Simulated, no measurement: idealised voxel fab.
The following is a process module called voxel gate over fins.
Square cell edge 5 nm, section width 205 nm, ID cut.
Reading order for cross-sections: top band down to bottom band. Underlying form: a grid of square cells. Band size: one or more rows of cells.
A band entry consists of two parts. The first gives the height of the band's top and the height of its bottom, in nm. The rest lists the band's materials from left to right, each with its width in nm. A single material labelled with the word "everywhere" fills the band from edge to edge, and the word "empty" marks empty space.
Height reference: 0 = level under which incoming wafer is all one material. Lowest band: no bottom, runs on downward, e.g. "0..down".
So if you see something like "30->40" for the width, read it as the top row of the band sitting at the first number and the bottom row at the second, with every row in between moving by the same amount as the last.
"nothing changed" means the step left every cell of the cross-section as it was.
"Closed void inventory" specifies each empty space that is not open to the top and that occupies no fewer than 8 cells, using the form width x height at distance, the distance measured from the left edge and all three quantities in nm.
Where a step's line continues beyond its settings, the continuation is a remark by the simulator itself on that step.
overlay nm: for a step with a mask, the amount by which the mask lay right of where it was planned; a negative amount means left of it.

Steps planned for the process
1 RECEIVE | material Si
2 CONFORMAL_DEP | material SiN | thk nm 5
3 DIRECTIONAL_DEP | material aC | thk nm 15
4 PATTERN | tone cover | mask id FINS | material resist | width nm 15 | pitch nm 40 | thk nm 30 | overlay nm 0
5 DIRECTIONAL_ETCH | etch materials aC | depth nm 15
6 STRIP | etch materials resist
7 DIRECTIONAL_ETCH | etch materials SiN | depth nm 5
8 DIRECTIONAL_ETCH | etch materials Si | depth nm 30
9 STRIP | etch materials aC
10 FILL_DEP | material SiO2 | thk nm 10
11 CMP | height nm 5
12 SELECTIVE_ETCH | etch materials SiO2 | depth nm 20
13 STRIP | etch materials SiN
14 CONFORMAL_DEP | material HfO2 | thk nm 5
15 CONFORMAL_DEP | material TiN | thk nm 5
16 CONFORMAL_DEP | material TiAl | thk nm 5
17 CONFORMAL_DEP | material TiN | thk nm 5
18 FILL_DEP | material W | thk nm 10
19 CMP | height nm 25
20 CONFORMAL_DEP | material SiCN | thk nm 5

The first of a set of two wafers, run to plan

Wafer cross-section on receipt, i.e. after step 1
  0..down = Si everywhere
  Closed void inventory: none

The following cross-section depicts the wafer upon completion of step 2
  5..0 = SiN everywhere
  Everything under 0 stays put, no change at all.

The following cross-section depicts the wafer upon completion of step 3
  20..5 = aC everywhere
  Everything under 5 stays put, no change at all.

The following cross-section depicts the wafer upon completion of step 4
  50..20 = empty 35 nm | resist 15 nm | empty 25 nm | resist 15 nm | empty 25 nm | resist 15 nm | empty 25 nm | resist 15 nm | empty 35 nm
  Everything under 20 stays put, no change at all.

The following cross-section depicts the wafer upon completion of step 5
  35..20 = empty 35 nm | resist 15 nm | empty 25 nm | resist 15 nm | empty 25 nm | resist 15 nm | empty 25 nm | resist 15 nm | empty 35 nm
  20..5 = empty 35 nm | aC 15 nm | empty 25 nm | aC 15 nm | empty 25 nm | aC 15 nm | empty 25 nm | aC 15 nm | empty 35 nm
  Everything under 5 stays put, no change at all.

The following cross-section depicts the wafer upon completion of step 6
  20..5 = empty 35 nm | aC 15 nm | empty 25 nm | aC 15 nm | empty 25 nm | aC 15 nm | empty 25 nm | aC 15 nm | empty 35 nm
  Everything under 5 stays put, no change at all.

The following cross-section depicts the wafer upon completion of step 7
  20..5 = empty 35 nm | aC 15 nm | empty 25 nm | aC 15 nm | empty 25 nm | aC 15 nm | empty 25 nm | aC 15 nm | empty 35 nm
  5..0 = empty 35 nm | SiN 15 nm | empty 25 nm | SiN 15 nm | empty 25 nm | SiN 15 nm | empty 25 nm | SiN 15 nm | empty 35 nm
  Everything under 0 stays put, no change at all.

The following cross-section depicts the wafer upon completion of step 8
  20..5 = empty 35 nm | aC 15 nm | empty 25 nm | aC 15 nm | empty 25 nm | aC 15 nm | empty 25 nm | aC 15 nm | empty 35 nm
  5..0 = empty 35 nm | SiN 15 nm | empty 25 nm | SiN 15 nm | empty 25 nm | SiN 15 nm | empty 25 nm | SiN 15 nm | empty 35 nm
  0..-30 = empty 35 nm | Si 15 nm | empty 25 nm | Si 15 nm | empty 25 nm | Si 15 nm | empty 25 nm | Si 15 nm | empty 35 nm
  Everything under -30 stays put, no change at all.

The following cross-section depicts the wafer upon completion of step 9
  5..0 = empty 35 nm | SiN 15 nm | empty 25 nm | SiN 15 nm | empty 25 nm | SiN 15 nm | empty 25 nm | SiN 15 nm | empty 35 nm
  Everything under 0 stays put, no change at all.

The following cross-section depicts the wafer upon completion of step 10
  15..5 = SiO2 everywhere
  5..0 = SiO2 35 nm | SiN 15 nm | SiO2 25 nm | SiN 15 nm | SiO2 25 nm | SiN 15 nm | SiO2 25 nm | SiN 15 nm | SiO2 35 nm
  0..-30 = SiO2 35 nm | Si 15 nm | SiO2 25 nm | Si 15 nm | SiO2 25 nm | Si 15 nm | SiO2 25 nm | Si 15 nm | SiO2 35 nm
  Everything under -30 stays put, no change at all.

The following cross-section depicts the wafer upon completion of step 11
  5..0 = SiO2 35 nm | SiN 15 nm | SiO2 25 nm | SiN 15 nm | SiO2 25 nm | SiN 15 nm | SiO2 25 nm | SiN 15 nm | SiO2 35 nm
  Everything under 0 stays put, no change at all.

The following cross-section depicts the wafer upon completion of step 12
  5..0 = empty 35 nm | SiN 15 nm | empty 25 nm | SiN 15 nm | empty 25 nm | SiN 15 nm | empty 25 nm | SiN 15 nm | empty 35 nm
  0..-15 = empty 35 nm | Si 15 nm | empty 25 nm | Si 15 nm | empty 25 nm | Si 15 nm | empty 25 nm | Si 15 nm | empty 35 nm
  Everything under -15 stays put, no change at all.

The following cross-section depicts the wafer upon completion of step 13
  0..-15 = empty 35 nm | Si 15 nm | empty 25 nm | Si 15 nm | empty 25 nm | Si 15 nm | empty 25 nm | Si 15 nm | empty 35 nm
  Everything under -15 stays put, no change at all.

The following cross-section depicts the wafer upon completion of step 14
  5..0 = empty 30 nm | HfO2 25 nm | empty 15 nm | HfO2 25 nm | empty 15 nm | HfO2 25 nm | empty 15 nm | HfO2 25 nm | empty 30 nm
  0..-10 = empty 30 nm | HfO2 5 nm | Si 15 nm | HfO2 5 nm | empty 15 nm | HfO2 5 nm | Si 15 nm | HfO2 5 nm | empty 15 nm | HfO2 5 nm | Si 15 nm | HfO2 5 nm | empty 15 nm | HfO2 5 nm | Si 15 nm | HfO2 5 nm | empty 30 nm
  -10..-15 = HfO2 35 nm | Si 15 nm | HfO2 25 nm | Si 15 nm | HfO2 25 nm | Si 15 nm | HfO2 25 nm | Si 15 nm | HfO2 35 nm
  Everything under -15 stays put, no change at all.

The following cross-section depicts the wafer upon completion of step 15
  10..5 = empty 25 nm | TiN 35 nm | empty 5 nm | TiN 35 nm | empty 5 nm | TiN 35 nm | empty 5 nm | TiN 35 nm | empty 25 nm
  5..0 = empty 25 nm | TiN 5 nm | HfO2 25 nm | TiN 5 nm | empty 5 nm | TiN 5 nm | HfO2 25 nm | TiN 5 nm | empty 5 nm | TiN 5 nm | HfO2 25 nm | TiN 5 nm | empty 5 nm | TiN 5 nm | HfO2 25 nm | TiN 5 nm | empty 25 nm
  0..-5 = empty 25 nm | TiN 5 nm | HfO2 5 nm | Si 15 nm | HfO2 5 nm | TiN 5 nm | empty 5 nm | TiN 5 nm | HfO2 5 nm | Si 15 nm | HfO2 5 nm | TiN 5 nm | empty 5 nm | TiN 5 nm | HfO2 5 nm | Si 15 nm | HfO2 5 nm | TiN 5 nm | empty 5 nm | TiN 5 nm | HfO2 5 nm | Si 15 nm | HfO2 5 nm | TiN 5 nm | empty 25 nm
  -5..-10 = TiN 30 nm | HfO2 5 nm | Si 15 nm | HfO2 5 nm | TiN 15 nm | HfO2 5 nm | Si 15 nm | HfO2 5 nm | TiN 15 nm | HfO2 5 nm | Si 15 nm | HfO2 5 nm | TiN 15 nm | HfO2 5 nm | Si 15 nm | HfO2 5 nm | TiN 30 nm
  Everything under -10 stays put, no change at all.

The following cross-section depicts the wafer upon completion of step 16
  15..10 = empty 20 nm | TiAl 165 nm | empty 20 nm
  10..5 = empty 20 nm | TiAl 5 nm | TiN 35 nm | TiAl 5 nm | TiN 35 nm | TiAl 5 nm | TiN 35 nm | TiAl 5 nm | TiN 35 nm | TiAl 5 nm | empty 20 nm
  5..0 = empty 20 nm | TiAl 5 nm | TiN 5 nm | HfO2 25 nm | TiN 5 nm | TiAl 5 nm | TiN 5 nm | HfO2 25 nm | TiN 5 nm | TiAl 5 nm | TiN 5 nm | HfO2 25 nm | TiN 5 nm | TiAl 5 nm | TiN 5 nm | HfO2 25 nm | TiN 5 nm | TiAl 5 nm | empty 20 nm
  0..-5 = TiAl 25 nm | TiN 5 nm | HfO2 5 nm | Si 15 nm | HfO2 5 nm | TiN 5 nm | TiAl 5 nm | TiN 5 nm | HfO2 5 nm | Si 15 nm | HfO2 5 nm | TiN 5 nm | TiAl 5 nm | TiN 5 nm | HfO2 5 nm | Si 15 nm | HfO2 5 nm | TiN 5 nm | TiAl 5 nm | TiN 5 nm | HfO2 5 nm | Si 15 nm | HfO2 5 nm | TiN 5 nm | TiAl 25 nm
  Everything under -5 stays put, no change at all.

The following cross-section depicts the wafer upon completion of step 17
  20..15 = empty 15 nm | TiN 175 nm | empty 15 nm
  15..10 = empty 15 nm | TiN 5 nm | TiAl 165 nm | TiN 5 nm | empty 15 nm
  10..5 = empty 15 nm | TiN 5 nm | TiAl 5 nm | TiN 35 nm | TiAl 5 nm | TiN 35 nm | TiAl 5 nm | TiN 35 nm | TiAl 5 nm | TiN 35 nm | TiAl 5 nm | TiN 5 nm | empty 15 nm
  5..0 = TiN 20 nm | TiAl 5 nm | TiN 5 nm | HfO2 25 nm | TiN 5 nm | TiAl 5 nm | TiN 5 nm | HfO2 25 nm | TiN 5 nm | TiAl 5 nm | TiN 5 nm | HfO2 25 nm | TiN 5 nm | TiAl 5 nm | TiN 5 nm | HfO2 25 nm | TiN 5 nm | TiAl 5 nm | TiN 20 nm
  Everything under 0 stays put, no change at all.

The following cross-section depicts the wafer upon completion of step 18
  30..20 = W everywhere
  20..15 = W 15 nm | TiN 175 nm | W 15 nm
  15..10 = W 15 nm | TiN 5 nm | TiAl 165 nm | TiN 5 nm | W 15 nm
  10..5 = W 15 nm | TiN 5 nm | TiAl 5 nm | TiN 35 nm | TiAl 5 nm | TiN 35 nm | TiAl 5 nm | TiN 35 nm | TiAl 5 nm | TiN 35 nm | TiAl 5 nm | TiN 5 nm | W 15 nm
  Everything under 5 stays put, no change at all.

The following cross-section depicts the wafer upon completion of step 19
  25..20 = W everywhere
  Everything under 20 stays put, no change at all.

The following cross-section depicts the wafer upon completion of step 20
  30..25 = SiCN everywhere
  Everything under 25 stays put, no change at all.

Here the second wafer is described. Its start and its plan were those of the first wafer. Its run contained one mistake. Up to and including step 3, it did exactly what the first wafer did

Second wafer at the planned finish of step 4, seen in cross-section
  50..20 = empty 30 nm | resist 25 nm | empty 15 nm | resist 25 nm | empty 15 nm | resist 25 nm | empty 15 nm | resist 25 nm | empty 30 nm
  Everything under 20 stays put, no change at all.

Second wafer at the planned finish of step 5, seen in cross-section
  35..20 = empty 30 nm | resist 25 nm | empty 15 nm | resist 25 nm | empty 15 nm | resist 25 nm | empty 15 nm | resist 25 nm | empty 30 nm
  20..5 = empty 30 nm | aC 25 nm | empty 15 nm | aC 25 nm | empty 15 nm | aC 25 nm | empty 15 nm | aC 25 nm | empty 30 nm
  Everything under 5 stays put, no change at all.

Second wafer at the planned finish of step 6, seen in cross-section
  20..5 = empty 30 nm | aC 25 nm | empty 15 nm | aC 25 nm | empty 15 nm | aC 25 nm | empty 15 nm | aC 25 nm | empty 30 nm
  Everything under 5 stays put, no change at all.

Second wafer at the planned finish of step 7, seen in cross-section
  20..5 = empty 30 nm | aC 25 nm | empty 15 nm | aC 25 nm | empty 15 nm | aC 25 nm | empty 15 nm | aC 25 nm | empty 30 nm
  5..0 = empty 30 nm | SiN 25 nm | empty 15 nm | SiN 25 nm | empty 15 nm | SiN 25 nm | empty 15 nm | SiN 25 nm | empty 30 nm
  Everything under 0 stays put, no change at all.

Second wafer at the planned finish of step 8, seen in cross-section
  20..5 = empty 30 nm | aC 25 nm | empty 15 nm | aC 25 nm | empty 15 nm | aC 25 nm | empty 15 nm | aC 25 nm | empty 30 nm
  5..0 = empty 30 nm | SiN 25 nm | empty 15 nm | SiN 25 nm | empty 15 nm | SiN 25 nm | empty 15 nm | SiN 25 nm | empty 30 nm
  0..-30 = empty 30 nm | Si 25 nm | empty 15 nm | Si 25 nm | empty 15 nm | Si 25 nm | empty 15 nm | Si 25 nm | empty 30 nm
  Everything under -30 stays put, no change at all.

Second wafer at the planned finish of step 9, seen in cross-section
  5..0 = empty 30 nm | SiN 25 nm | empty 15 nm | SiN 25 nm | empty 15 nm | SiN 25 nm | empty 15 nm | SiN 25 nm | empty 30 nm
  Everything under 0 stays put, no change at all.

Second wafer at the planned finish of step 10, seen in cross-section
  15..5 = SiO2 everywhere
  5..0 = SiO2 30 nm | SiN 25 nm | SiO2 15 nm | SiN 25 nm | SiO2 15 nm | SiN 25 nm | SiO2 15 nm | SiN 25 nm | SiO2 30 nm
  0..-30 = SiO2 30 nm | Si 25 nm | SiO2 15 nm | Si 25 nm | SiO2 15 nm | Si 25 nm | SiO2 15 nm | Si 25 nm | SiO2 30 nm
  Everything under -30 stays put, no change at all.

Second wafer at the planned finish of step 11, seen in cross-section
  5..0 = SiO2 30 nm | SiN 25 nm | SiO2 15 nm | SiN 25 nm | SiO2 15 nm | SiN 25 nm | SiO2 15 nm | SiN 25 nm | SiO2 30 nm
  Everything under 0 stays put, no change at all.

Second wafer at the planned finish of step 12, seen in cross-section
  5..0 = empty 30 nm | SiN 25 nm | empty 15 nm | SiN 25 nm | empty 15 nm | SiN 25 nm | empty 15 nm | SiN 25 nm | empty 30 nm
  0..-15 = empty 30 nm | Si 25 nm | empty 15 nm | Si 25 nm | empty 15 nm | Si 25 nm | empty 15 nm | Si 25 nm | empty 30 nm
  Everything under -15 stays put, no change at all.

Second wafer at the planned finish of step 13, seen in cross-section
  0..-15 = empty 30 nm | Si 25 nm | empty 15 nm | Si 25 nm | empty 15 nm | Si 25 nm | empty 15 nm | Si 25 nm | empty 30 nm
  Everything under -15 stays put, no change at all.

Second wafer at the planned finish of step 14, seen in cross-section
  5..0 = empty 25 nm | HfO2 35 nm | empty 5 nm | HfO2 35 nm | empty 5 nm | HfO2 35 nm | empty 5 nm | HfO2 35 nm | empty 25 nm
  0..-10 = empty 25 nm | HfO2 5 nm | Si 25 nm | HfO2 5 nm | empty 5 nm | HfO2 5 nm | Si 25 nm | HfO2 5 nm | empty 5 nm | HfO2 5 nm | Si 25 nm | HfO2 5 nm | empty 5 nm | HfO2 5 nm | Si 25 nm | HfO2 5 nm | empty 25 nm
  -10..-15 = HfO2 30 nm | Si 25 nm | HfO2 15 nm | Si 25 nm | HfO2 15 nm | Si 25 nm | HfO2 15 nm | Si 25 nm | HfO2 30 nm
  Everything under -15 stays put, no change at all.

Second wafer at the planned finish of step 15, seen in cross-section
  10..5 = empty 20 nm | TiN 165 nm | empty 20 nm
  5..0 = empty 20 nm | TiN 5 nm | HfO2 35 nm | TiN 5 nm | HfO2 35 nm | TiN 5 nm | HfO2 35 nm | TiN 5 nm | HfO2 35 nm | TiN 5 nm | empty 20 nm
  0..-5 = empty 20 nm | TiN 5 nm | HfO2 5 nm | Si 25 nm | HfO2 5 nm | TiN 5 nm | HfO2 5 nm | Si 25 nm | HfO2 5 nm | TiN 5 nm | HfO2 5 nm | Si 25 nm | HfO2 5 nm | TiN 5 nm | HfO2 5 nm | Si 25 nm | HfO2 5 nm | TiN 5 nm | empty 20 nm
  -5..-10 = TiN 25 nm | HfO2 5 nm | Si 25 nm | HfO2 5 nm | TiN 5 nm | HfO2 5 nm | Si 25 nm | HfO2 5 nm | TiN 5 nm | HfO2 5 nm | Si 25 nm | HfO2 5 nm | TiN 5 nm | HfO2 5 nm | Si 25 nm | HfO2 5 nm | TiN 25 nm
  Everything under -10 stays put, no change at all.

Second wafer at the planned finish of step 16, seen in cross-section
  15..10 = empty 15 nm | TiAl 175 nm | empty 15 nm
  10..5 = empty 15 nm | TiAl 5 nm | TiN 165 nm | TiAl 5 nm | empty 15 nm
  5..0 = empty 15 nm | TiAl 5 nm | TiN 5 nm | HfO2 35 nm | TiN 5 nm | HfO2 35 nm | TiN 5 nm | HfO2 35 nm | TiN 5 nm | HfO2 35 nm | TiN 5 nm | TiAl 5 nm | empty 15 nm
  0..-5 = TiAl 20 nm | TiN 5 nm | HfO2 5 nm | Si 25 nm | HfO2 5 nm | TiN 5 nm | HfO2 5 nm | Si 25 nm | HfO2 5 nm | TiN 5 nm | HfO2 5 nm | Si 25 nm | HfO2 5 nm | TiN 5 nm | HfO2 5 nm | Si 25 nm | HfO2 5 nm | TiN 5 nm | TiAl 20 nm
  Everything under -5 stays put, no change at all.

Second wafer at the planned finish of step 17, seen in cross-section
  20..15 = empty 10 nm | TiN 185 nm | empty 10 nm
  15..10 = empty 10 nm | TiN 5 nm | TiAl 175 nm | TiN 5 nm | empty 10 nm
  10..5 = empty 10 nm | TiN 5 nm | TiAl 5 nm | TiN 165 nm | TiAl 5 nm | TiN 5 nm | empty 10 nm
  5..0 = TiN 15 nm | TiAl 5 nm | TiN 5 nm | HfO2 35 nm | TiN 5 nm | HfO2 35 nm | TiN 5 nm | HfO2 35 nm | TiN 5 nm | HfO2 35 nm | TiN 5 nm | TiAl 5 nm | TiN 15 nm
  Everything under 0 stays put, no change at all.

Second wafer at the planned finish of step 18, seen in cross-section
  30..20 = W everywhere
  20..15 = W 10 nm | TiN 185 nm | W 10 nm
  15..10 = W 10 nm | TiN 5 nm | TiAl 175 nm | TiN 5 nm | W 10 nm
  10..5 = W 10 nm | TiN 5 nm | TiAl 5 nm | TiN 165 nm | TiAl 5 nm | TiN 5 nm | W 10 nm
  Everything under 5 stays put, no change at all.

Second wafer at the planned finish of step 19, seen in cross-section
  25..20 = W everywhere
  Everything under 20 stays put, no change at all.

Second wafer at the planned finish of step 20, seen in cross-section
  30..25 = SiCN everywhere
  Everything under 25 stays put, no change at all.
Misprocessing identified: not per plan at step 4, really ran PATTERN | tone cover | mask id FINS | material resist | width nm 25 | pitch nm 40 | thk nm 30 | overlay nm 0
End check, counted in cells, second wafer has more or fewer of these materials than the first: Si +48, SiO2 -24, TiAl -9, TiN -9, W -6
